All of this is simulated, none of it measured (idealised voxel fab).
The document below concerns the process module designated voxel gate over fins.
Cross-sectional view cut (width: 165 nm; square cell size: 5 nm).
Cross-section layout: square cells on a grid; listed as bands, top to bottom; a band spans one or more cell rows. It is stipulated that each band's entry specify, in nanometres, the height of the top of the band and then that of its bottom, followed by the materials of the band in left-to-right sequence, each together with its width in nanometres. A single material marked by the word "everywhere" is understood to fill the band from edge to edge; the word "air" is understood to denote empty space. Heads up on the height convention: 0 is the point under which the incoming wafer is all one material, and the lowest band has no bottom, it just keeps going down, like "0 down". Graded width ("30..40"): value in top row of band = first number; value in bottom row = second number; row-to-row change constant. Reading "all unchanged" for a step: not a cell of the cross-section changed in it. If an empty space has no open way to the top and is at least 8 cells in size, "Enclosed voids" lists it, written width x height at distance, where distance is measured from the left edge and every value is in nm. On each step's line, the part that comes after the settings is the simulator's own comment on the step. "overlay nm", when on a step's line for a step with a mask, measures how far to the right of its planned place the mask lay; a negative measure means to the left.

[Process steps foreseen in the plan]
1. RECEIVE (material Si)
2. CONFORMAL_DEP (material SiN; thk nm 5)
3. PATTERN (tone cover; mask id FINS; material resist; width nm 15; pitch nm 45; thk nm 20; overlay nm 0)
4. DIRECTIONAL_ETCH (etch materials SiN; depth nm 5)
5. DIRECTIONAL_ETCH (etch materials Si; depth nm 30)
6. STRIP (etch materials resist)
7. FILL_DEP (material SiO2; thk nm 15)
8. CMP (height nm 5)
9. SELECTIVE_ETCH (etch materials SiO2; depth nm 20)
10. STRIP (etch materials SiN)
11. CONFORMAL_DEP (material HfO2; thk nm 5)
12. CONFORMAL_DEP (material TiN; thk nm 5)
13. CONFORMAL_DEP (material TiAl; thk nm 5)
14. CONFORMAL_DEP (material TiN; thk nm 5)
15. FILL_DEP (material W; thk nm 10)
16. CMP (height nm 25)
17. CONFORMAL_DEP (material SiCN; thk nm 10)

[First wafer out of two, processed as planned]

[Cross-sectional view of the wafer in its as-received condition, corresponding to the state after step 1]
    0 down | Si everywhere
    Enclosed voids: none

[The following cross-section depicts the wafer upon completion of step 2]
    5 to 0 | SiN everywhere
    Under the height 0 nothing was changed.

[The following cross-section depicts the wafer upon completion of step 3]
    25 to 5 | 50 of air / 15 of resist / 30 of air / 15 of resist / 55 of air
    Under the height 5 nothing was changed.

[The following cross-section depicts the wafer upon completion of step 4]
    25 to 5 | 50 of air / 15 of resist / 30 of air / 15 of resist / 55 of air
    5 to 0 | 50 of air / 15 of SiN / 30 of air / 15 of SiN / 55 of air
    Under the height 0 nothing was changed.

[The following cross-section depicts the wafer upon completion of step 5]
    25 to 5 | 50 of air / 15 of resist / 30 of air / 15 of resist / 55 of air
    5 to 0 | 50 of air / 15 of SiN / 30 of air / 15 of SiN / 55 of air
    0 to -30 | 50 of air / 15 of Si / 30 of air / 15 of Si / 55 of air
    Under the height -30 nothing was changed.

[The following cross-section depicts the wafer upon completion of step 6]
    5 to 0 | 50 of air / 15 of SiN / 30 of air / 15 of SiN / 55 of air
    Under the height 0 nothing was changed.

[The following cross-section depicts the wafer upon completion of step 7]
    20 to 5 | SiO2 everywhere
    5 to 0 | 50 of SiO2 / 15 of SiN / 30 of SiO2 / 15 of SiN / 55 of SiO2
    0 to -30 | 50 of SiO2 / 15 of Si / 30 of SiO2 / 15 of Si / 55 of SiO2
    Under the height -30 nothing was changed.

[The following cross-section depicts the wafer upon completion of step 8]
    5 to 0 | 50 of SiO2 / 15 of SiN / 30 of SiO2 / 15 of SiN / 55 of SiO2
    Under the height 0 nothing was changed.

[The following cross-section depicts the wafer upon completion of step 9]
    5 to 0 | 50 of air / 15 of SiN / 30 of air / 15 of SiN / 55 of air
    0 to -15 | 50 of air / 15 of Si / 30 of air / 15 of Si / 55 of air
    Under the height -15 nothing was changed.

[The following cross-section depicts the wafer upon completion of step 10]
    0 to -15 | 50 of air / 15 of Si / 30 of air / 15 of Si / 55 of air
    Under the height -15 nothing was changed.

[The following cross-section depicts the wafer upon completion of step 11]
    5 to 0 | 45 of air / 25 of HfO2 / 20 of air / 25 of HfO2 / 50 of air
    0 to -10 | 45 of air / 5 of HfO2 / 15 of Si / 5 of HfO2 / 20 of air / 5 of HfO2 / 15 of Si / 5 of HfO2 / 50 of air
    -10 to -15 | 50 of HfO2 / 15 of Si / 30 of HfO2 / 15 of Si / 55 of HfO2
    Under the height -15 nothing was changed.

[The following cross-section depicts the wafer upon completion of step 12]
    10 to 5 | 40 of air / 35 of TiN / 10 of air / 35 of TiN / 45 of air
    5 to 0 | 40 of air / 5 of TiN / 25 of HfO2 / 5 of TiN / 10 of air / 5 of TiN / 25 of HfO2 / 5 of TiN / 45 of air
    0 to -5 | 40 of air / 5 of TiN / 5 of HfO2 / 15 of Si / 5 of HfO2 / 5 of TiN / 10 of air / 5 of TiN / 5 of HfO2 / 15 of Si / 5 of HfO2 / 5 of TiN / 45 of air
    -5 to -10 | 45 of TiN / 5 of HfO2 / 15 of Si / 5 of HfO2 / 20 of TiN / 5 of HfO2 / 15 of Si / 5 of HfO2 / 50 of TiN
    Under the height -10 nothing was changed.

[The following cross-section depicts the wafer upon completion of step 13]
    15 to 10 | 35 of air / 90 of TiAl / 40 of air
    10 to 5 | 35 of air / 5 of TiAl / 35 of TiN / 10 of TiAl / 35 of TiN / 5 of TiAl / 40 of air
    5 to 0 | 35 of air / 5 of TiAl / 5 of TiN / 25 of HfO2 / 5 of TiN / 10 of TiAl / 5 of TiN / 25 of HfO2 / 5 of TiN / 5 of TiAl / 40 of air
    0 to -5 | 40 of TiAl / 5 of TiN / 5 of HfO2 / 15 of Si / 5 of HfO2 / 5 of TiN / 10 of TiAl / 5 of TiN / 5 of HfO2 / 15 of Si / 5 of HfO2 / 5 of TiN / 45 of TiAl
    Under the height -5 nothing was changed.

[The following cross-section depicts the wafer upon completion of step 14]
    20 to 15 | 30 of air / 100 of TiN / 35 of air
    15 to 10 | 30 of air / 5 of TiN / 90 of TiAl / 5 of TiN / 35 of air
    10 to 5 | 30 of air / 5 of TiN / 5 of TiAl / 35 of TiN / 10 of TiAl / 35 of TiN / 5 of TiAl / 5 of TiN / 35 of air
    5 to 0 | 35 of TiN / 5 of TiAl / 5 of TiN / 25 of HfO2 / 5 of TiN / 10 of TiAl / 5 of TiN / 25 of HfO2 / 5 of TiN / 5 of TiAl / 40 of TiN
    Under the height 0 nothing was changed.

[The following cross-section depicts the wafer upon completion of step 15]
    30 to 20 | W everywhere
    20 to 15 | 30 of W / 100 of TiN / 35 of W
    15 to 10 | 30 of W / 5 of TiN / 90 of TiAl / 5 of TiN / 35 of W
    10 to 5 | 30 of W / 5 of TiN / 5 of TiAl / 35 of TiN / 10 of TiAl / 35 of TiN / 5 of TiAl / 5 of TiN / 35 of W
    Under the height 5 nothing was changed.

[The following cross-section depicts the wafer upon completion of step 16]
    25 to 20 | W everywhere
    Under the height 20 nothing was changed.

[The following cross-section depicts the wafer upon completion of step 17]
    35 to 25 | SiCN everywhere
    Under the height 25 nothing was changed.

[Second wafer, same starting state and plan as the first, one mistake in the run, identical through step 2]

[when step 3 should have ended]
    25 to 5 | 50 of resist / 15 of air / 30 of resist / 15 of air / 55 of resist
    Under the height 5 nothing was changed.

[when step 4 should have ended]
    25 to 5 | 50 of resist / 15 of air / 30 of resist / 15 of air / 55 of resist
    5 to 0 | 50 of SiN / 15 of air / 30 of SiN / 15 of air / 55 of SiN
    Under the height 0 nothing was changed.

[when step 5 should have ended]
    25 to 5 | 50 of resist / 15 of air / 30 of resist / 15 of air / 55 of resist
    5 to 0 | 50 of SiN / 15 of air / 30 of SiN / 15 of air / 55 of SiN
    0 to -30 | 50 of Si / 15 of air / 30 of Si / 15 of air / 55 of Si
    Under the height -30 nothing was changed.

[when step 6 should have ended]
    5 to 0 | 50 of SiN / 15 of air / 30 of SiN / 15 of air / 55 of SiN
    Under the height 0 nothing was changed.

[when step 7 should have ended]
    20 to 5 | SiO2 everywhere
    5 to 0 | 50 of SiN / 15 of SiO2 / 30 of SiN / 15 of SiO2 / 55 of SiN
    0 to -30 | 50 of Si / 15 of SiO2 / 30 of Si / 15 of SiO2 / 55 of Si
    Under the height -30 nothing was changed.

[when step 8 should have ended]
    5 to 0 | 50 of SiN / 15 of SiO2 / 30 of SiN / 15 of SiO2 / 55 of SiN
    Under the height 0 nothing was changed.

[when step 9 should have ended]
    5 to 0 | 50 of SiN / 15 of air / 30 of SiN / 15 of air / 55 of SiN
    0 to -15 | 50 of Si / 15 of air / 30 of Si / 15 of air / 55 of Si
    Under the height -15 nothing was changed.

[when step 10 should have ended]
    0 to -15 | 50 of Si / 15 of air / 30 of Si / 15 of air / 55 of Si
    Under the height -15 nothing was changed.

[when step 11 should have ended]
    5 to 0 | 55 of HfO2 / 5 of air / 40 of HfO2 / 5 of air / 60 of HfO2
    0 to -10 | 50 of Si / 5 of HfO2 / 5 of air / 5 of HfO2 / 30 of Si / 5 of HfO2 / 5 of air / 5 of HfO2 / 55 of Si
    -10 to -15 | 50 of Si / 15 of HfO2 / 30 of Si / 15 of HfO2 / 55 of Si
    Under the height -15 nothing was changed.

[when step 12 should have ended]
    10 to 5 | TiN everywhere
    5 to 0 | 55 of HfO2 / 5 of TiN / 40 of HfO2 / 5 of TiN / 60 of HfO2
    0 to -10 | 50 of Si / 5 of HfO2 / 5 of TiN / 5 of HfO2 / 30 of Si / 5 of HfO2 / 5 of TiN / 5 of HfO2 / 55 of Si
    Under the height -10 nothing was changed.

[when step 13 should have ended]
    15 to 10 | TiAl everywhere
    Under the height 10 nothing was changed.

[when step 14 should have ended]
    20 to 15 | TiN everywhere
    Under the height 15 nothing was changed.

[when step 15 should have ended]
    30 to 20 | W everywhere
    Under the height 20 nothing was changed.

[when step 16 should have ended]
    25 to 20 | W everywhere
    Under the height 20 nothing was changed.

[when step 17 should have ended]
    35 to 25 | SiCN everywhere
    Under the height 25 nothing was changed.
Deviation from plan: not per plan at step 3, really ran PATTERN (tone open; mask id FINS; material resist; width nm 15; pitch nm 45; thk nm 20; overlay nm 0)
The final cell counts differ between the wafers, with the second having more or fewer of some materials than the first: Si: 126 more | SiO2: 63 fewer | TiAl: 12 fewer | TiN: 12 fewer | W: 39 fewer
